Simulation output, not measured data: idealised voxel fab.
voxel gate over fins: a process module
This is section cut - it's 290 nm across, gridded in 5 nm square cells.
Just so we're on the same page, the cross-sections are grids of square cells, and they're listed out in bands top to bottom, each band one or more rows deep. Band: top height; bottom height; in nm. Then, left to right: material with width in nm, for each material. "edge to edge": a single material spanning edge to edge. "blank": empty space. Note: height 0 marks the level under which the wafer is uniformly one material as received. Lowest band unbounded below, written "from 0 down". Quick explanation for "30 to 40": the width changes in equal steps down the rows of cells, from the first number in the band's top row to the second number in its bottom row. It should be understood that the words "nothing got changed", when stated for a given step, signify that the cross-section underwent no change in any of its cells during that step. "Enclosed void listing" lists enclosed empty spaces (at least 8 cells, no open path upward to the top), each as width x height at distance from the left edge, in nm. If you see something after the settings on a step's line, that's the simulator's own remark about that step. A step line may carry the setting "overlay nm", which, for steps involving a mask, states the distance by which the mask lay to the right of its intended position; negative values denote displacement to the left.

[Planned process steps]
| 1 | RECEIVE (material Si) |
| 2 | CONFORMAL_DEP (material SiN; thk nm 5) |
| 3 | PATTERN (tone cover; mask id FINS; material resist; width nm 15; pitch nm 40; thk nm 15; overlay nm 0) |
| 4 | DIRECTIONAL_ETCH (etch materials SiN; depth nm 5) |
| 5 | DIRECTIONAL_ETCH (etch materials Si; depth nm 35) |
| 6 | STRIP (etch materials resist) |
| 7 | OXIDIZE (depth nm 5) |
| 8 | FILL_DEP (material SiO2; thk nm 5) |
| 9 | CMP (height nm 5) |
| 10 | SELECTIVE_ETCH (etch materials SiO2; depth nm 20) |
| 11 | STRIP (etch materials SiN) |
| 12 | CONFORMAL_DEP (material HfO2; thk nm 5) |
| 13 | CONFORMAL_DEP (material TiN; thk nm 5) |
| 14 | FILL_DEP (material W; thk nm 15) |
| 15 | CMP (height nm 20) |
| 16 | CONFORMAL_DEP (material SiN; thk nm 10) |

[Cross-section of the incoming wafer, state after step 1]
  from 0 down  Si edge to edge
  Enclosed void listing: none

[Cross-section, first of two wafers, end of module, run as planned]
  from 30 to 20  SiN edge to edge
  from 20 to 10  W edge to edge
  from 10 to 5  W=70; TiN=25; W=15; TiN=25; W=15; TiN=25; W=15; TiN=25; W=75
  from 5 to 0  W=70; TiN=5; HfO2=15; TiN=5; W=15; TiN=5; HfO2=15; TiN=5; W=15; TiN=5; HfO2=15; TiN=5; W=15; TiN=5; HfO2=15; TiN=5; W=75
  from 0 to -5  W=70; TiN=5; HfO2=5; Si=5; HfO2=5; TiN=5; W=15; TiN=5; HfO2=5; Si=5; HfO2=5; TiN=5; W=15; TiN=5; HfO2=5; Si=5; HfO2=5; TiN=5; W=15; TiN=5; HfO2=5; Si=5; HfO2=5; TiN=5; W=75
  from -5 to -10  TiN=75; HfO2=5; Si=5; HfO2=5; TiN=25; HfO2=5; Si=5; HfO2=5; TiN=25; HfO2=5; Si=5; HfO2=5; TiN=25; HfO2=5; Si=5; HfO2=5; TiN=80
  from -10 to -15  HfO2=80; Si=5; HfO2=35; Si=5; HfO2=35; Si=5; HfO2=35; Si=5; HfO2=85
  from -15 to -40  SiO2=80; Si=5; SiO2=35; Si=5; SiO2=35; Si=5; SiO2=35; Si=5; SiO2=85
  from -40 down  Si edge to edge
  Enclosed void listing: none

[Cross-section, wafer two of two, end of module: same start and plan as wafer one, one error in execution]
  from 30 to 20  SiN edge to edge
  from 20 to 10  W edge to edge
  from 10 to 5  W=70; TiN=25; W=15; TiN=25; W=15; TiN=25; W=15; TiN=25; W=75
  from 5 to 0  W=70; TiN=5; HfO2=15; TiN=5; W=15; TiN=5; HfO2=15; TiN=5; W=15; TiN=5; HfO2=15; TiN=5; W=15; TiN=5; HfO2=15; TiN=5; W=75
  from 0 to -5  W=70; TiN=5; HfO2=5; Si=5; HfO2=5; TiN=5; W=15; TiN=5; HfO2=5; Si=5; HfO2=5; TiN=5; W=15; TiN=5; HfO2=5; Si=5; HfO2=5; TiN=5; W=15; TiN=5; HfO2=5; Si=5; HfO2=5; TiN=5; W=75
  from -5 to -10  TiN=75; HfO2=5; Si=5; HfO2=5; TiN=25; HfO2=5; Si=5; HfO2=5; TiN=25; HfO2=5; Si=5; HfO2=5; TiN=25; HfO2=5; Si=5; HfO2=5; TiN=80
  from -10 to -15  HfO2=80; Si=5; HfO2=35; Si=5; HfO2=35; Si=5; HfO2=35; Si=5; HfO2=85
  from -15 to -50  SiO2=80; Si=5; SiO2=35; Si=5; SiO2=35; Si=5; SiO2=35; Si=5; SiO2=85
  from -50 down  Si edge to edge
  Enclosed void listing: none
In executing the process, a mistake was made relative to the plan: step 5 changed vs plan, executed as DIRECTIONAL_ETCH (etch materials Si; depth nm 45)
It is noted that, at the conclusion of processing, the second wafer exhibits a higher or lower cell count for certain materials relative to the first: Si: 108 fewer; SiO2: 108 more
